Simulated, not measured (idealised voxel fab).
voxel released beams: a process module
We display cut, a cross-section 160 nm in width whose square cells are each 5 nm.
We lay out every cross-section as a grid of square cells and spell it out in bands from the top down, where one band means one or more rows of cells. Quick guide to a band line: top height, bottom height (nm) up front; then every material left to right with its width in nm. Only one material and it's marked "all across"? Then it fills the band edge to edge. And "air" just means empty space. The level at which height equals 0 is the one under which the wafer, as it arrives, is entirely one material. No lower edge exists for the bottom band, which continues downward and is notated as in "top 0, no bottom". With a width like "30->40", each row of cells in the band differs from the next by the same amount, the top row carrying the first number and the bottom row the second. "changes: none" -> step changed no cross-section cell. The entry "Sealed void listing" lists the empty spaces that cover at least 8 cells and have no open path to the top. Each is written as width x height at distance, where the distance is measured from the left edge and all three values are in nm. after a step's settings: what the simulator itself notes on the step. overlay nm: step with mask; distance mask lay right of planned place; negative value = left of planned place.

Intended process steps:
| 1 | RECEIVE, material Si |
| 2 | CONFORMAL_DEP, material Al2O3, thk nm 5 |
| 3 | DIRECTIONAL_DEP, material SiO2, thk nm 20 |
| 4 | DIRECTIONAL_DEP, material aC, thk nm 10 |
| 5 | PATTERN, tone open, mask id ANCHOR, material resist, width nm 25, thk nm 25, overlay nm 0 |
| 6 | DIRECTIONAL_ETCH, etch materials aC, depth nm 10 |
| 7 | STRIP, etch materials resist |
| 8 | DIRECTIONAL_ETCH, etch materials SiO2, depth nm 20 |
| 9 | STRIP, etch materials aC |
| 10 | CONFORMAL_DEP, material polySi, thk nm 10 |
| 11 | PATTERN, tone cover, mask id BEAM, material resist, width nm 90, thk nm 15, overlay nm 0 |
| 12 | DIRECTIONAL_ETCH, etch materials polySi, depth nm 10 |
| 13 | STRIP, etch materials resist |
| 14 | STRIP, etch materials SiO2 |

Shown in cross-section is the wafer as received, that is, as it stands after step 1:
* top 0, no bottom = Si all across
* Sealed void listing: none

The plan above was carried out on the starting structure above with one mistake, and this cross-section shows the wafer at the end of the module:
* top 30, bottom 20 = 30 nm air | 15 nm polySi | 5 nm air | 70 nm polySi | 40 nm air
* top 20, bottom 10 = 35 nm air | 10 nm polySi | 5 nm air | 10 nm polySi | 100 nm air
* top 10, bottom 0 = 35 nm air | 25 nm polySi | 100 nm air
* top 0, no bottom = Si all across
* Sealed void listing: none
The plan and the run diverged here: step 2 from the plan never happened, it was just skipped
